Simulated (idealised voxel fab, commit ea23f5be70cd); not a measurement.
The following process module bears the name voxel self aligned vias.
Square cell edge 5 nm, section width 205 nm, ID cut.
Heads up, the way a cross-section reads in here is a grid of square cells, handed over as bands from the top down, with every band being one or more rows of cells.
The band entry comprises the height of the band's top followed by the height of its bottom, expressed in nm, and subsequently the band's materials from left to right, each stated together with its width in nm. Where a single material is marked with the word "full width", that material fills the band from edge to edge. The word "empty" represents empty space.
Zero point of the height axis is 0; under it, received wafer = one material. Lowest band: continues down indefinitely, "0 down".
Per-row width for "30..40": begins at first number (top row of band), ends at second number (bottom row), increment between rows held constant.
You'll sometimes find "no change occurred" written for a step, and that's the way of saying that nowhere in the cross-section did a cell change during that step.
Reported under the label "Sealed voids" are the empty spaces having no open way to the top and comprising 8 cells or more; the notation for each is width x height at distance, in which the distance is measured from the left edge and all three values are in nm.
That trailing text on a step's line, after the settings, is the simulator's own remark on the step.
overlay nm: step with mask; distance mask lay right of planned place; negative value = left of planned place.
From here on the document is pairs. In a pair, the cross-section before one process step comes with the cross-section after it, and the latter goes no deeper than the lowest band that changed. What lies in between, the step and its settings, is written under the pair. A pair may be from a different run of this module on the same starting wafer than the pair above it, so it continues from that pair only where its entry headed "Prior to processing" says so.
**Prior to processing**
    50 to 40 | 15 lowk / 40 empty / 25 lowk / 40 empty / 25 lowk / 40 empty / 20 lowk
    40 to 35 | 15 lowk / 10 empty / 5 TiN / 10 W / 5 TiN / 10 empty / 25 lowk / 10 empty / 5 TiN / 10 W / 5 TiN / 10 empty / 25 lowk / 10 empty / 5 TiN / 10 W / 5 TiN / 10 empty / 20 lowk
    35 to 20 | 25 lowk / 5 TiN / 10 W / 5 TiN / 45 lowk / 5 TiN / 10 W / 5 TiN / 45 lowk / 5 TiN / 10 W / 5 TiN / 30 lowk
    20 to 15 | 25 lowk / 20 TiN / 45 lowk / 20 TiN / 45 lowk / 20 TiN / 30 lowk
    15 to 10 | SiCN full width
    10 to 0 | SiO2 full width
    0 down | Si full width
    Sealed voids: none
**Post-Step Cross-Section**
    55 to 50 | 20 TiN / 30 empty / 35 TiN / 30 empty / 35 TiN / 30 empty / 25 TiN
    50 to 45 | 15 lowk / 5 TiN / 30 empty / 5 TiN / 25 lowk / 5 TiN / 30 empty / 5 TiN / 25 lowk / 5 TiN / 30 empty / 5 TiN / 20 lowk
    45 to 40 | 15 lowk / 40 TiN / 25 lowk / 40 TiN / 25 lowk / 40 TiN / 20 lowk
    40 to 35 | 15 lowk / 15 TiN / 10 W / 15 TiN / 25 lowk / 15 TiN / 10 W / 15 TiN / 25 lowk / 15 TiN / 10 W / 15 TiN / 20 lowk
    Beneath the level 35, the cross-section is identical to its previous state.
    Sealed voids: none
Step applied between the pre-step and post-step cross-sections shown above: op CONFORMAL_DEP | material TiN | thk nm 5
Prior to processing: The prior state of this step coincides with the post-step cross-section of the pair just above.
**Post-Step Cross-Section**
    65 to 55 | Cu full width
    55 to 50 | 20 TiN / 30 Cu / 35 TiN / 30 Cu / 35 TiN / 30 Cu / 25 TiN
    50 to 45 | 15 lowk / 5 TiN / 30 Cu / 5 TiN / 25 lowk / 5 TiN / 30 Cu / 5 TiN / 25 lowk / 5 TiN / 30 Cu / 5 TiN / 20 lowk
    Beneath the level 45, the cross-section is identical to its previous state.
    Sealed voids: none
Step applied between the pre-step and post-step cross-sections shown above: op FILL_DEP | material Cu | thk nm 10
Prior to processing: The prior state of this step coincides with the post-step cross-section of the pair just above.
**Post-Step Cross-Section**
    60 to 55 | Cu full width
    Beneath the level 55, the cross-section is identical to its previous state.
    Sealed voids: none
Step applied between the pre-step and post-step cross-sections shown above: op CMP | height nm 60
Prior to processing: The prior state of this step coincides with the post-step cross-section of the pair just above.
**Post-Step Cross-Section**
    65 to 60 | SiCN full width
    Beneath the level 60, the cross-section is identical to its previous state.
    Sealed voids: none
Step applied between the pre-step and post-step cross-sections shown above: op CONFORMAL_DEP | material SiCN | thk nm 5
**Prior to processing**
    45 to 15 | lowk full width
    15 to 10 | SiCN full width
    10 to 0 | SiO2 full width
    0 down | Si full width
    Sealed voids: none
**Post-Step Cross-Section**
    45 to 15 | 30 lowk / 15 empty / 50 lowk / 15 empty / 50 lowk / 15 empty / 30 lowk
    Beneath the level 15, the cross-section is identical to its previous state.
    Sealed voids: none
Step applied between the pre-step and post-step cross-sections shown above: op MASKED_ETCH | tone open | mask id LINES | width nm 15 | pitch nm 65 | etch materials lowk | depth nm 30 | overlay nm 0
Prior to processing: The prior state of this step coincides with the post-step cross-section of the pair just above.
**Post-Step Cross-Section**
    50 to 45 | 35 TiN / 5 empty / 60 TiN / 5 empty / 60 TiN / 5 empty / 35 TiN
    45 to 20 | 30 lowk / 5 TiN / 5 empty / 5 TiN / 50 lowk / 5 TiN / 5 empty / 5 TiN / 50 lowk / 5 TiN / 5 empty / 5 TiN / 30 lowk
    20 to 15 | 30 lowk / 15 TiN / 50 lowk / 15 TiN / 50 lowk / 15 TiN / 30 lowk
    Beneath the level 15, the cross-section is identical to its previous state.
    Sealed voids: none
Step applied between the pre-step and post-step cross-sections shown above: op CONFORMAL_DEP | material TiN | thk nm 5
Prior to processing: The prior state of this step coincides with the post-step cross-section of the pair just above.
**Post-Step Cross-Section**
    55 to 50 | W full width
    50 to 45 | 35 TiN / 5 W / 60 TiN / 5 W / 60 TiN / 5 W / 35 TiN
    45 to 20 | 30 lowk / 5 TiN / 5 W / 5 TiN / 50 lowk / 5 TiN / 5 W / 5 TiN / 50 lowk / 5 TiN / 5 W / 5 TiN / 30 lowk
    Beneath the level 20, the cross-section is identical to its previous state.
    Sealed voids: none
Step applied between the pre-step and post-step cross-sections shown above: op FILL_DEP | material W | thk nm 5
Prior to processing: The prior state of this step coincides with the post-step cross-section of the pair just above.
**Post-Step Cross-Section**
    45 to 20 | 30 lowk / 5 TiN / 5 W / 5 TiN / 50 lowk / 5 TiN / 5 W / 5 TiN / 50 lowk / 5 TiN / 5 W / 5 TiN / 30 lowk
    Beneath the level 20, the cross-section is identical to its previous state.
    Sealed voids: none
Step applied between the pre-step and post-step cross-sections shown above: op CMP | height nm 45
Prior to processing: The prior state of this step coincides with the post-step cross-section of the pair just above.
**Post-Step Cross-Section**
    45 to 40 | 30 lowk / 15 empty / 50 lowk / 15 empty / 50 lowk / 15 empty / 30 lowk
    Beneath the level 40, the cross-section is identical to its previous state.
    Sealed voids: none
Step applied between the pre-step and post-step cross-sections shown above: op SELECTIVE_ETCH | etch materials W Ru TiN | depth nm 5
Prior to processing: The prior state of this step coincides with the post-step cross-section of the pair just above.
**Post-Step Cross-Section**
    50 to 45 | SiN full width
    45 to 40 | 30 lowk / 15 SiN / 50 lowk / 15 SiN / 50 lowk / 15 SiN / 30 lowk
    Beneath the level 40, the cross-section is identical to its previous state.
    Sealed voids: none
Step applied between the pre-step and post-step cross-sections shown above: op FILL_DEP | material SiN | thk nm 5
Prior to processing: The prior state of this step coincides with the post-step cross-section of the pair just above.
**Post-Step Cross-Section**
    45 to 40 | 30 lowk / 15 SiN / 50 lowk / 15 SiN / 50 lowk / 15 SiN / 30 lowk
    Beneath the level 40, the cross-section is identical to its previous state.
    Sealed voids: none
Step applied between the pre-step and post-step cross-sections shown above: op CMP | height nm 45
Prior to processing: The prior state of this step coincides with the post-step cross-section of the pair just above.
**Post-Step Cross-Section**
    60 to 45 | lowk full width
    Beneath the level 45, the cross-section is identical to its previous state.
    Sealed voids: none
Step applied between the pre-step and post-step cross-sections shown above: op DIRECTIONAL_DEP | material lowk | thk nm 15
Prior to processing: The prior state of this step coincides with the post-step cross-section of the pair just above.
**Post-Step Cross-Section**
    80 to 60 | 15 resist / 40 empty / 25 resist / 40 empty / 25 resist / 40 empty / 20 resist
    Beneath the level 60, the cross-section is identical to its previous state.
    Sealed voids: none
Step applied between the pre-step and post-step cross-sections shown above: op PATTERN | tone open | mask id VIAS | material resist | width nm 40 | pitch nm 65 | thk nm 20 | overlay nm 0
Prior to processing: The prior state of this step coincides with the post-step cross-section of the pair just above.
**Post-Step Cross-Section**
    80 to 60 | 15 resist / 40 empty / 25 resist / 40 empty / 25 resist / 40 empty / 20 resist
    60 to 45 | 15 lowk / 40 empty / 25 lowk / 40 empty / 25 lowk / 40 empty / 20 lowk
    Beneath the level 45, the cross-section is identical to its previous state.
    Sealed voids: none
Step applied between the pre-step and post-step cross-sections shown above: op DIRECTIONAL_ETCH | etch materials lowk | depth nm 15
Prior to processing: The prior state of this step coincides with the post-step cross-section of the pair just above.
**Post-Step Cross-Section**
    80 to 60 | 15 resist / 40 empty / 25 resist / 40 empty / 25 resist / 40 empty / 20 resist
    60 to 45 | 15 lowk / 40 empty / 25 lowk / 40 empty / 25 lowk / 40 empty / 20 lowk
    45 to 40 | 30 lowk / 15 empty / 50 lowk / 15 empty / 50 lowk / 15 empty / 30 lowk
    Beneath the level 40, the cross-section is identical to its previous state.
    Sealed voids: none
Step applied between the pre-step and post-step cross-sections shown above: op DIRECTIONAL_ETCH | etch materials SiN | depth nm 5
Prior to processing: The prior state of this step coincides with the post-step cross-section of the pair just above.
**Post-Step Cross-Section**
    60 to 45 | 15 lowk / 40 empty / 25 lowk / 40 empty / 25 lowk / 40 empty / 20 lowk
    Beneath the level 45, the cross-section is identical to its previous state.
    Sealed voids: none
Step applied between the pre-step and post-step cross-sections shown above: op STRIP | etch materials resist
Prior to processing: The prior state of this step coincides with the post-step cross-section of the pair just above.
**Post-Step Cross-Section**
    65 to 60 | 20 TiN / 30 empty / 35 TiN / 30 empty / 35 TiN / 30 empty / 25 TiN
    60 to 50 | 15 lowk / 5 TiN / 30 empty / 5 TiN / 25 lowk / 5 TiN / 30 empty / 5 TiN / 25 lowk / 5 TiN / 30 empty / 5 TiN / 20 lowk
    50 to 45 | 15 lowk / 20 TiN / 5 empty / 15 TiN / 25 lowk / 20 TiN / 5 empty / 15 TiN / 25 lowk / 20 TiN / 5 empty / 15 TiN / 20 lowk
    45 to 40 | 30 lowk / 15 TiN / 50 lowk / 15 TiN / 50 lowk / 15 TiN / 30 lowk
    Beneath the level 40, the cross-section is identical to its previous state.
    Sealed voids: none
Step applied between the pre-step and post-step cross-sections shown above: op CONFORMAL_DEP | material TiN | thk nm 5
Prior to processing: The prior state of this step coincides with the post-step cross-section of the pair just above.
**Post-Step Cross-Section**
    75 to 65 | Cu full width
    65 to 60 | 20 TiN / 30 Cu / 35 TiN / 30 Cu / 35 TiN / 30 Cu / 25 TiN
    60 to 50 | 15 lowk / 5 TiN / 30 Cu / 5 TiN / 25 lowk / 5 TiN / 30 Cu / 5 TiN / 25 lowk / 5 TiN / 30 Cu / 5 TiN / 20 lowk
    50 to 45 | 15 lowk / 20 TiN / 5 Cu / 15 TiN / 25 lowk / 20 TiN / 5 Cu / 15 TiN / 25 lowk / 20 TiN / 5 Cu / 15 TiN / 20 lowk
    Beneath the level 45, the cross-section is identical to its previous state.
    Sealed voids: none
Step applied between the pre-step and post-step cross-sections shown above: op FILL_DEP | material Cu | thk nm 10
Prior to processing: The prior state of this step coincides with the post-step cross-section of the pair just above.
**Post-Step Cross-Section**
    60 to 50 | 15 lowk / 5 TiN / 30 Cu / 5 TiN / 25 lowk / 5 TiN / 30 Cu / 5 TiN / 25 lowk / 5 TiN / 30 Cu / 5 TiN / 20 lowk
    Beneath the level 50, the cross-section is identical to its previous state.
    Sealed voids: none
Step applied between the pre-step and post-step cross-sections shown above: op CMP | height nm 60
Prior to processing: The prior state of this step coincides with the post-step cross-section of the pair just above.
**Post-Step Cross-Section**
    65 to 60 | SiCN full width
    Beneath the level 60, the cross-section is identical to its previous state.
    Sealed voids: none
Step applied between the pre-step and post-step cross-sections shown above: op CONFORMAL_DEP | material SiCN | thk nm 5
**Prior to processing**
    45 to 15 | lowk full width
    15 to 10 | SiCN full width
    10 to 0 | SiO2 full width
    0 down | Si full width
    Sealed voids: none
**Post-Step Cross-Section**
    45 to 15 | 30 lowk / 20 empty / 45 lowk / 20 empty / 45 lowk / 20 empty / 25 lowk
    Beneath the level 15, the cross-section is identical to its previous state.
    Sealed voids: none
Step applied between the pre-step and post-step cross-sections shown above: op MASKED_ETCH | tone open | mask id LINES | width nm 20 | pitch nm 65 | etch materials lowk | depth nm 30 | overlay nm 5
Prior to processing: The prior state of this step coincides with the post-step cross-section of the pair just above.
**Post-Step Cross-Section**
    50 to 45 | 35 TiN / 10 empty / 55 TiN / 10 empty / 55 TiN / 10 empty / 30 TiN
    45 to 20 | 30 lowk / 5 TiN / 10 empty / 5 TiN / 45 lowk / 5 TiN / 10 empty / 5 TiN / 45 lowk / 5 TiN / 10 empty / 5 TiN / 25 lowk
    20 to 15 | 30 lowk / 20 TiN / 45 lowk / 20 TiN / 45 lowk / 20 TiN / 25 lowk
    Beneath the level 15, the cross-section is identical to its previous state.
    Sealed voids: none
Step applied between the pre-step and post-step cross-sections shown above: op CONFORMAL_DEP | material TiN | thk nm 5
Prior to processing: The prior state of this step coincides with the post-step cross-section of the pair just above.
**Post-Step Cross-Section**
    55 to 50 | W full width
    50 to 45 | 35 TiN / 10 W / 55 TiN / 10 W / 55 TiN / 10 W / 30 TiN
    45 to 20 | 30 lowk / 5 TiN / 10 W / 5 TiN / 45 lowk / 5 TiN / 10 W / 5 TiN / 45 lowk / 5 TiN / 10 W / 5 TiN / 25 lowk
    Beneath the level 20, the cross-section is identical to its previous state.
    Sealed voids: none
Step applied between the pre-step and post-step cross-sections shown above: op FILL_DEP | material W | thk nm 5
Prior to processing: The prior state of this step coincides with the post-step cross-section of the pair just above.
**Post-Step Cross-Section**
    45 to 20 | 30 lowk / 5 TiN / 10 W / 5 TiN / 45 lowk / 5 TiN / 10 W / 5 TiN / 45 lowk / 5 TiN / 10 W / 5 TiN / 25 lowk
    Beneath the level 20, the cross-section is identical to its previous state.
    Sealed voids: none
Step applied between the pre-step and post-step cross-sections shown above: op CMP | height nm 45
Prior to processing: The prior state of this step coincides with the post-step cross-section of the pair just above.
**Post-Step Cross-Section**
    45 to 40 | 30 lowk / 20 empty / 45 lowk / 20 empty / 45 lowk / 20 empty / 25 lowk
    Beneath the level 40, the cross-section is identical to its previous state.
    Sealed voids: none
Step applied between the pre-step and post-step cross-sections shown above: op SELECTIVE_ETCH | etch materials W Ru TiN | depth nm 5
Prior to processing: The prior state of this step coincides with the post-step cross-section of the pair just above.
**Post-Step Cross-Section**
    50 to 45 | SiN full width
    45 to 40 | 30 lowk / 20 SiN / 45 lowk / 20 SiN / 45 lowk / 20 SiN / 25 lowk
    Beneath the level 40, the cross-section is identical to its previous state.
    Sealed voids: none
Step applied between the pre-step and post-step cross-sections shown above: op FILL_DEP | material SiN | thk nm 5
Prior to processing: The prior state of this step coincides with the post-step cross-section of the pair just above.
**Post-Step Cross-Section**
    45 to 40 | 30 lowk / 20 SiN / 45 lowk / 20 SiN / 45 lowk / 20 SiN / 25 lowk
    Beneath the level 40, the cross-section is identical to its previous state.
    Sealed voids: none
Step applied between the pre-step and post-step cross-sections shown above: op CMP | height nm 45
Prior to processing: The prior state of this step coincides with the post-step cross-section of the pair just above.
**Post-Step Cross-Section**
    60 to 45 | lowk full width
    Beneath the level 45, the cross-section is identical to its previous state.
    Sealed voids: none
Step applied between the pre-step and post-step cross-sections shown above: op DIRECTIONAL_DEP | material lowk | thk nm 15
Prior to processing: The prior state of this step coincides with the post-step cross-section of the pair just above.
**Post-Step Cross-Section**
    80 to 60 | 15 resist / 40 empty / 25 resist / 40 empty / 25 resist / 40 empty / 20 resist
    Beneath the level 60, the cross-section is identical to its previous state.
    Sealed voids: none
Step applied between the pre-step and post-step cross-sections shown above: op PATTERN | tone open | mask id VIAS | material resist | width nm 40 | pitch nm 65 | thk nm 20 | overlay nm 0
Prior to processing: The prior state of this step coincides with the post-step cross-section of the pair just above.
**Post-Step Cross-Section**
    80 to 60 | 15 resist / 40 empty / 25 resist / 40 empty / 25 resist / 40 empty / 20 resist
    60 to 45 | 15 lowk / 40 empty / 25 lowk / 40 empty / 25 lowk / 40 empty / 20 lowk
    Beneath the level 45, the cross-section is identical to its previous state.
    Sealed voids: none
Step applied between the pre-step and post-step cross-sections shown above: op DIRECTIONAL_ETCH | etch materials lowk | depth nm 15
Prior to processing: The prior state of this step coincides with the post-step cross-section of the pair just above.
**Post-Step Cross-Section**
    80 to 60 | 15 resist / 40 empty / 25 resist / 40 empty / 25 resist / 40 empty / 20 resist
    60 to 45 | 15 lowk / 40 empty / 25 lowk / 40 empty / 25 lowk / 40 empty / 20 lowk
    45 to 40 | 30 lowk / 20 empty / 45 lowk / 20 empty / 45 lowk / 20 empty / 25 lowk
    Beneath the level 40, the cross-section is identical to its previous state.
    Sealed voids: none
Step applied between the pre-step and post-step cross-sections shown above: op DIRECTIONAL_ETCH | etch materials SiN | depth nm 5
Prior to processing: The prior state of this step coincides with the post-step cross-section of the pair just above.
**Post-Step Cross-Section**
    60 to 45 | 15 lowk / 40 empty / 25 lowk / 40 empty / 25 lowk / 40 empty / 20 lowk
    Beneath the level 45, the cross-section is identical to its previous state.
    Sealed voids: none
Step applied between the pre-step and post-step cross-sections shown above: op STRIP | etch materials resist
Prior to processing: The prior state of this step coincides with the post-step cross-section of the pair just above.
**Post-Step Cross-Section**
    65 to 60 | 20 TiN / 30 empty / 35 TiN / 30 empty / 35 TiN / 30 empty / 25 TiN
    60 to 50 | 15 lowk / 5 TiN / 30 empty / 5 TiN / 25 lowk / 5 TiN / 30 empty / 5 TiN / 25 lowk / 5 TiN / 30 empty / 5 TiN / 20 lowk
    50 to 45 | 15 lowk / 20 TiN / 10 empty / 10 TiN / 25 lowk / 20 TiN / 10 empty / 10 TiN / 25 lowk / 20 TiN / 10 empty / 10 TiN / 20 lowk
    45 to 40 | 30 lowk / 20 TiN / 45 lowk / 20 TiN / 45 lowk / 20 TiN / 25 lowk
    Beneath the level 40, the cross-section is identical to its previous state.
    Sealed voids: none
Step applied between the pre-step and post-step cross-sections shown above: op CONFORMAL_DEP | material TiN | thk nm 5
Prior to processing: The prior state of this step coincides with the post-step cross-section of the pair just above.
**Post-Step Cross-Section**
    75 to 65 | Cu full width
    65 to 60 | 20 TiN / 30 Cu / 35 TiN / 30 Cu / 35 TiN / 30 Cu / 25 TiN
    60 to 50 | 15 lowk / 5 TiN / 30 Cu / 5 TiN / 25 lowk / 5 TiN / 30 Cu / 5 TiN / 25 lowk / 5 TiN / 30 Cu / 5 TiN / 20 lowk
    50 to 45 | 15 lowk / 20 TiN / 10 Cu / 10 TiN / 25 lowk / 20 TiN / 10 Cu / 10 TiN / 25 lowk / 20 TiN / 10 Cu / 10 TiN / 20 lowk
    Beneath the level 45, the cross-section is identical to its previous state.
    Sealed voids: none
Step applied between the pre-step and post-step cross-sections shown above: op FILL_DEP | material Cu | thk nm 10
Prior to processing: The prior state of this step coincides with the post-step cross-section of the pair just above.
**Post-Step Cross-Section**
    60 to 50 | 15 lowk / 5 TiN / 30 Cu / 5 TiN / 25 lowk / 5 TiN / 30 Cu / 5 TiN / 25 lowk / 5 TiN / 30 Cu / 5 TiN / 20 lowk
    Beneath the level 50, the cross-section is identical to its previous state.
    Sealed voids: none
Step applied between the pre-step and post-step cross-sections shown above: op CMP | height nm 60
Prior to processing: The prior state of this step coincides with the post-step cross-section of the pair just above.
**Post-Step Cross-Section**
    65 to 60 | SiCN full width
    Beneath the level 60, the cross-section is identical to its previous state.
    Sealed voids: none
Step applied between the pre-step and post-step cross-sections shown above: op CONFORMAL_DEP | material SiCN | thk nm 5
**Prior to processing**
    45 to 40 | 25 lowk / 20 empty / 45 lowk / 20 empty / 45 lowk / 20 empty / 30 lowk
    40 to 20 | 25 lowk / 5 TiN / 10 W / 5 TiN / 45 lowk / 5 TiN / 10 W / 5 TiN / 45 lowk / 5 TiN / 10 W / 5 TiN / 30 lowk
    20 to 15 | 25 lowk / 20 TiN / 45 lowk / 20 TiN / 45 lowk / 20 TiN / 30 lowk
    15 to 10 | SiCN full width
    10 to 0 | SiO2 full width
    0 down | Si full width
    Sealed voids: none
**Post-Step Cross-Section**
    50 to 45 | Ru full width
    45 to 40 | 25 lowk / 20 Ru / 45 lowk / 20 Ru / 45 lowk / 20 Ru / 30 lowk
    Beneath the level 40, the cross-section is identical to its previous state.
    Sealed voids: none
Step applied between the pre-step and post-step cross-sections shown above: op FILL_DEP | material Ru | thk nm 5
Prior to processing: The prior state of this step coincides with the post-step cross-section of the pair just above.
**Post-Step Cross-Section**
    45 to 40 | 25 lowk / 20 Ru / 45 lowk / 20 Ru / 45 lowk / 20 Ru / 30 lowk
    Beneath the level 40, the cross-section is identical to its previous state.
    Sealed voids: none
Step applied between the pre-step and post-step cross-sections shown above: op CMP | height nm 45
Prior to processing: The prior state of this step coincides with the post-step cross-section of the pair just above.
**Post-Step Cross-Section**
    60 to 45 | lowk full width
    Beneath the level 45, the cross-section is identical to its previous state.
    Sealed voids: none
Step applied between the pre-step and post-step cross-sections shown above: op DIRECTIONAL_DEP | material lowk | thk nm 15
Prior to processing: The prior state of this step coincides with the post-step cross-section of the pair just above.
**Post-Step Cross-Section**
    80 to 60 | 15 resist / 40 empty / 25 resist / 40 empty / 25 resist / 40 empty / 20 resist
    Beneath the level 60, the cross-section is identical to its previous state.
    Sealed voids: none
Step applied between the pre-step and post-step cross-sections shown above: op PATTERN | tone open | mask id VIAS | material resist | width nm 40 | pitch nm 65 | thk nm 20 | overlay nm 0
Prior to processing: The prior state of this step coincides with the post-step cross-section of the pair just above.
**Post-Step Cross-Section**
    80 to 60 | 15 resist / 40 empty / 25 resist / 40 empty / 25 resist / 40 empty / 20 resist
    60 to 45 | 15 lowk / 40 empty / 25 lowk / 40 empty / 25 lowk / 40 empty / 20 lowk
    Beneath the level 45, the cross-section is identical to its previous state.
    Sealed voids: none
Step applied between the pre-step and post-step cross-sections shown above: op DIRECTIONAL_ETCH | etch materials lowk | depth nm 15
Prior to processing: The prior state of this step coincides with the post-step cross-section of the pair just above.
**Post-Step Cross-Section**
    60 to 45 | 15 lowk / 40 empty / 25 lowk / 40 empty / 25 lowk / 40 empty / 20 lowk
    Beneath the level 45, the cross-section is identical to its previous state.
    Sealed voids: none
Step applied between the pre-step and post-step cross-sections shown above: op STRIP | etch materials resist
Prior to processing: The prior state of this step coincides with the post-step cross-section of the pair just above.
**Post-Step Cross-Section**
    65 to 60 | 20 TiN / 30 empty / 35 TiN / 30 empty / 35 TiN / 30 empty / 25 TiN
    60 to 50 | 15 lowk / 5 TiN / 30 empty / 5 TiN / 25 lowk / 5 TiN / 30 empty / 5 TiN / 25 lowk / 5 TiN / 30 empty / 5 TiN / 20 lowk
    50 to 45 | 15 lowk / 40 TiN / 25 lowk / 40 TiN / 25 lowk / 40 TiN / 20 lowk
    Beneath the level 45, the cross-section is identical to its previous state.
    Sealed voids: none
Step applied between the pre-step and post-step cross-sections shown above: op CONFORMAL_DEP | material TiN | thk nm 5
Prior to processing: The prior state of this step coincides with the post-step cross-section of the pair just above.
**Post-Step Cross-Section**
    75 to 65 | Cu full width
    65 to 60 | 20 TiN / 30 Cu / 35 TiN / 30 Cu / 35 TiN / 30 Cu / 25 TiN
    60 to 50 | 15 lowk / 5 TiN / 30 Cu / 5 TiN / 25 lowk / 5 TiN / 30 Cu / 5 TiN / 25 lowk / 5 TiN / 30 Cu / 5 TiN / 20 lowk
    Beneath the level 50, the cross-section is identical to its previous state.
    Sealed voids: none
Step applied between the pre-step and post-step cross-sections shown above: op FILL_DEP | material Cu | thk nm 10
Prior to processing: The prior state of this step coincides with the post-step cross-section of the pair just above.
**Post-Step Cross-Section**
    60 to 50 | 15 lowk / 5 TiN / 30 Cu / 5 TiN / 25 lowk / 5 TiN / 30 Cu / 5 TiN / 25 lowk / 5 TiN / 30 Cu / 5 TiN / 20 lowk
    Beneath the level 50, the cross-section is identical to its previous state.
    Sealed voids: none
Step applied between the pre-step and post-step cross-sections shown above: op CMP | height nm 60
Prior to processing: The prior state of this step coincides with the post-step cross-section of the pair just above.
**Post-Step Cross-Section**
    65 to 60 | SiCN full width
    Beneath the level 60, the cross-section is identical to its previous state.
    Sealed voids: none
Step applied between the pre-step and post-step cross-sections shown above: op CONFORMAL_DEP | material SiCN | thk nm 5
**Prior to processing**
    60 to 45 | lowk full width
    45 to 40 | 25 lowk / 20 SiN / 45 lowk / 20 SiN / 45 lowk / 20 SiN / 30 lowk
    40 to 20 | 25 lowk / 5 TiN / 10 W / 5 TiN / 45 lowk / 5 TiN / 10 W / 5 TiN / 45 lowk / 5 TiN / 10 W / 5 TiN / 30 lowk
    20 to 15 | 25 lowk / 20 TiN / 45 lowk / 20 TiN / 45 lowk / 20 TiN / 30 lowk
    15 to 10 | SiCN full width
    10 to 0 | SiO2 full width
    0 down | Si full width
    Sealed voids: none
**Post-Step Cross-Section**
    80 to 60 | 15 empty / 40 resist / 25 empty / 40 resist / 25 empty / 40 resist / 20 empty
    Beneath the level 60, the cross-section is identical to its previous state.
    Sealed voids: none
Step applied between the pre-step and post-step cross-sections shown above: op PATTERN | tone cover | mask id VIAS | material resist | width nm 40 | pitch nm 65 | thk nm 20 | overlay nm 0
Prior to processing: The prior state of this step coincides with the post-step cross-section of the pair just above.
**Post-Step Cross-Section**
    80 to 60 | 15 empty / 40 resist / 25 empty / 40 resist / 25 empty / 40 resist / 20 empty
    60 to 45 | 15 empty / 40 lowk / 25 empty / 40 lowk / 25 empty / 40 lowk / 20 empty
    Beneath the level 45, the cross-section is identical to its previous state.
    Sealed voids: none
Step applied between the pre-step and post-step cross-sections shown above: op DIRECTIONAL_ETCH | etch materials lowk | depth nm 15
Prior to processing: The prior state of this step coincides with the post-step cross-section of the pair just above.
**Post-Step Cross-Section**
    60 to 45 | 15 empty / 40 lowk / 25 empty / 40 lowk / 25 empty / 40 lowk / 20 empty
    Beneath the level 45, the cross-section is identical to its previous state.
    Sealed voids: none
Step applied between the pre-step and post-step cross-sections shown above: op STRIP | etch materials resist
Prior to processing: The prior state of this step coincides with the post-step cross-section of the pair just above.
**Post-Step Cross-Section**
    65 to 60 | 10 empty / 50 TiN / 15 empty / 50 TiN / 15 empty / 50 TiN / 15 empty
    60 to 50 | 10 empty / 5 TiN / 40 lowk / 5 TiN / 15 empty / 5 TiN / 40 lowk / 5 TiN / 15 empty / 5 TiN / 40 lowk / 5 TiN / 15 empty
    50 to 45 | 15 TiN / 40 lowk / 25 TiN / 40 lowk / 25 TiN / 40 lowk / 20 TiN
    Beneath the level 45, the cross-section is identical to its previous state.
    Sealed voids: none
Step applied between the pre-step and post-step cross-sections shown above: op CONFORMAL_DEP | material TiN | thk nm 5
Prior to processing: The prior state of this step coincides with the post-step cross-section of the pair just above.
**Post-Step Cross-Section**
    75 to 65 | Cu full width
    65 to 60 | 10 Cu / 50 TiN / 15 Cu / 50 TiN / 15 Cu / 50 TiN / 15 Cu
    60 to 50 | 10 Cu / 5 TiN / 40 lowk / 5 TiN / 15 Cu / 5 TiN / 40 lowk / 5 TiN / 15 Cu / 5 TiN / 40 lowk / 5 TiN / 15 Cu
    Beneath the level 50, the cross-section is identical to its previous state.
    Sealed voids: none
Step applied between the pre-step and post-step cross-sections shown above: op FILL_DEP | material Cu | thk nm 10
Prior to processing: The prior state of this step coincides with the post-step cross-section of the pair just above.
**Post-Step Cross-Section**
    60 to 50 | 10 Cu / 5 TiN / 40 lowk / 5 TiN / 15 Cu / 5 TiN / 40 lowk / 5 TiN / 15 Cu / 5 TiN / 40 lowk / 5 TiN / 15 Cu
    Beneath the level 50, the cross-section is identical to its previous state.
    Sealed voids: none
Step applied between the pre-step and post-step cross-sections shown above: op CMP | height nm 60
Prior to processing: The prior state of this step coincides with the post-step cross-section of the pair just above.
**Post-Step Cross-Section**
    65 to 60 | SiCN full width
    Beneath the level 60, the cross-section is identical to its previous state.
    Sealed voids: none
Step applied between the pre-step and post-step cross-sections shown above: op CONFORMAL_DEP | material SiCN | thk nm 5
